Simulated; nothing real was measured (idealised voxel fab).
Presented below is a process module, voxel wiring stack.
Square cells of 5 nm make up the cross-section cut, whose width is 205 nm.
A cross-section is a grid of square cells, given in bands from the top down. A band is one or more rows of cells.
Heads up on the band format: heights come first, top then bottom, in nm. After that it's the materials left to right, each with its width in nm. A single material flagged "full width" fills the whole band edge to edge, and "air" means there's empty space there.
Ref level 0: as-received wafer is one material below here. Bottom band extends down with no lower bound ("0..down").
You'd read "30->40" like this: the band's top row of cells is as wide as the first number, its bottom row is as wide as the second, and going down, every row changes width by the same amount as the row before did.
Given "nothing different" for a step, no cell of the cross-section differs between before and after that step.
"Sealed void list" - sealed voids, min. 8 cells, no opening to top; format: width x height at distance (distance from left edge; nm throughout).
Where a step's line continues beyond its settings, the continuation is a remark by the simulator itself on that step.
Regarding "overlay nm": on a step with a mask, it is the distance the mask lay to the right of its planned place; a negative value places it to the left.
Steps planned for the process
1: RECEIVE [material Si]
2: CONFORMAL_DEP [material SiO2] [thk nm 10]
3: CONFORMAL_DEP [material SiCN] [thk nm 5]
4: DIRECTIONAL_DEP [material lowk] [thk nm 25]
5: DIRECTIONAL_DEP [material aC] [thk nm 15]
6: PATTERN [tone open] [mask id METAL_1] [material resist] [width nm 20] [pitch nm 45] [thk nm 35] [overlay nm 0]
7: DIRECTIONAL_ETCH [etch materials aC] [depth nm 15]
8: STRIP [etch materials resist]
9: DIRECTIONAL_ETCH [etch materials lowk] [depth nm 25]
10: DIRECTIONAL_ETCH [etch materials SiCN] [depth nm 5]
11: STRIP [etch materials aC]
12: CONFORMAL_DEP [material TiN] [thk nm 5]
13: FILL_DEP [material Ru] [thk nm 5]
14: CMP [height nm 40]
15: CONFORMAL_DEP [material SiCN] [thk nm 5]
16: DIRECTIONAL_DEP [material lowk] [thk nm 15]
17: DIRECTIONAL_DEP [material aC] [thk nm 10]
18: PATTERN [tone open] [mask id PLUG_1] [material resist] [width nm 15] [thk nm 25] [overlay nm 0]
19: DIRECTIONAL_ETCH [etch materials aC] [depth nm 10]
20: STRIP [etch materials resist]
21: DIRECTIONAL_ETCH [etch materials lowk] [depth nm 15]
22: DIRECTIONAL_ETCH [etch materials SiCN] [depth nm 5]
23: STRIP [etch materials aC]
24: CONFORMAL_DEP [material TiN] [thk nm 5]
25: FILL_DEP [material Ru] [thk nm 10]
26: CMP [height nm 60]
27: DIRECTIONAL_DEP [material TiN] [thk nm 5]
28: DIRECTIONAL_DEP [material Ru] [thk nm 20]
29: DIRECTIONAL_DEP [material aC] [thk nm 10]
30: PATTERN [tone cover] [mask id METAL_2] [material resist] [width nm 20] [pitch nm 45] [thk nm 25] [overlay nm 0]
31: DIRECTIONAL_ETCH [etch materials aC] [depth nm 10]
32: STRIP [etch materials resist]
33: DIRECTIONAL_ETCH [etch materials Ru] [depth nm 20]
34: DIRECTIONAL_ETCH [etch materials TiN] [depth nm 5]
35: STRIP [etch materials aC]
36: CONFORMAL_DEP [material SiCN] [thk nm 5]
37: FILL_DEP [material lowk] [thk nm 5]
38: CMP [height nm 85]
39: CONFORMAL_DEP [material SiCN] [thk nm 5]
40: DIRECTIONAL_DEP [material lowk] [thk nm 10]
41: PATTERN [tone open] [mask id PLUG_2] [material resist] [width nm 15] [pitch nm 45] [thk nm 15] [overlay nm 0]
42: DIRECTIONAL_ETCH [etch materials lowk] [depth nm 10]
43: DIRECTIONAL_ETCH [etch materials SiCN] [depth nm 5]
44: STRIP [etch materials resist]
45: CONFORMAL_DEP [material TiN] [thk nm 5]
46: FILL_DEP [material Cu] [thk nm 5]
47: CMP [height nm 100]
48: DIRECTIONAL_DEP [material TiN] [thk nm 5]
49: DIRECTIONAL_DEP [material Ru] [thk nm 15]
50: DIRECTIONAL_DEP [material aC] [thk nm 15]
51: PATTERN [tone cover] [mask id METAL_3] [material resist] [width nm 20] [pitch nm 45] [thk nm 30] [overlay nm 0]
52: DIRECTIONAL_ETCH [etch materials aC] [depth nm 15]
53: STRIP [etch materials resist]
54: DIRECTIONAL_ETCH [etch materials Ru] [depth nm 15]
55: DIRECTIONAL_ETCH [etch materials TiN] [depth nm 5]
56: STRIP [etch materials aC]
57: FILL_DEP [material lowk] [thk nm 5]
58: CMP [height nm 120]
59: CONFORMAL_DEP [material SiN] [thk nm 5]
Cross-section of the wafer at receipt, which is the condition after step 1
	0..down | Si full width
	Sealed void list: none
Here's the cross-section of the first of our two wafers at the end of the module - it ran as planned
	125..120 | SiN full width
	120..105 | lowk=70, Ru=20, lowk=25, Ru=20, lowk=70
	105..100 | lowk=70, TiN=20, lowk=25, TiN=20, lowk=70
	100..90 | lowk=70, TiN=5, Cu=5, TiN=5, lowk=30, TiN=5, Cu=5, TiN=5, lowk=75
	90..85 | SiCN=70, TiN=15, SiCN=30, TiN=15, SiCN=75
	85..65 | lowk=65, SiCN=5, Ru=20, SiCN=5, lowk=15, SiCN=5, Ru=20, SiCN=5, lowk=65
	65..60 | SiCN=70, TiN=20, SiCN=25, TiN=20, SiCN=70
	60..45 | lowk=70, TiN=5, Ru=5, TiN=5, lowk=120
	45..40 | SiCN=70, TiN=15, SiCN=120
	40..15 | lowk=70, TiN=5, Ru=10, TiN=5, lowk=25, TiN=5, Ru=10, TiN=5, lowk=70
	15..10 | SiCN=70, TiN=20, SiCN=25, TiN=20, SiCN=70
	10..0 | SiO2 full width
	0..down | Si full width
	Sealed void list: none
Cross-section, second wafer: same start as the first, same plan as the first, one mistake in running it; taken at the end of the module
	125..120 | SiN full width
	120..105 | lowk=70, Ru=20, lowk=25, Ru=20, lowk=70
	105..100 | lowk=70, TiN=20, lowk=25, TiN=20, lowk=70
	100..90 | lowk=70, TiN=5, Cu=5, TiN=5, lowk=30, TiN=5, Cu=5, TiN=5, lowk=75
	90..85 | SiCN=70, TiN=15, SiCN=30, TiN=15, SiCN=75
	85..65 | lowk=65, SiCN=5, Ru=20, SiCN=5, lowk=15, SiCN=5, Ru=20, SiCN=5, lowk=65
	65..60 | SiCN=70, TiN=20, SiCN=25, TiN=20, SiCN=70
	60..50 | lowk=70, TiN=5, Ru=5, TiN=5, lowk=120
	50..45 | SiCN=70, TiN=15, SiCN=120
	45..40 | TiN=75, Ru=10, TiN=35, Ru=10, TiN=75
	40..15 | lowk=70, TiN=5, Ru=10, TiN=5, lowk=25, TiN=5, Ru=10, TiN=5, lowk=70
	15..10 | SiCN=70, TiN=20, SiCN=25, TiN=20, SiCN=70
	10..0 | SiO2 full width
	0..down | Si full width
	Sealed void list: none
It is concluded that the wafer was processed incorrectly with respect to the plan, in that planned and actual differ for step 14; actual: CMP [height nm 45]
at the end the second wafer has, in cells: Ru: 3 more; TiN: 35 more; lowk: 38 fewer
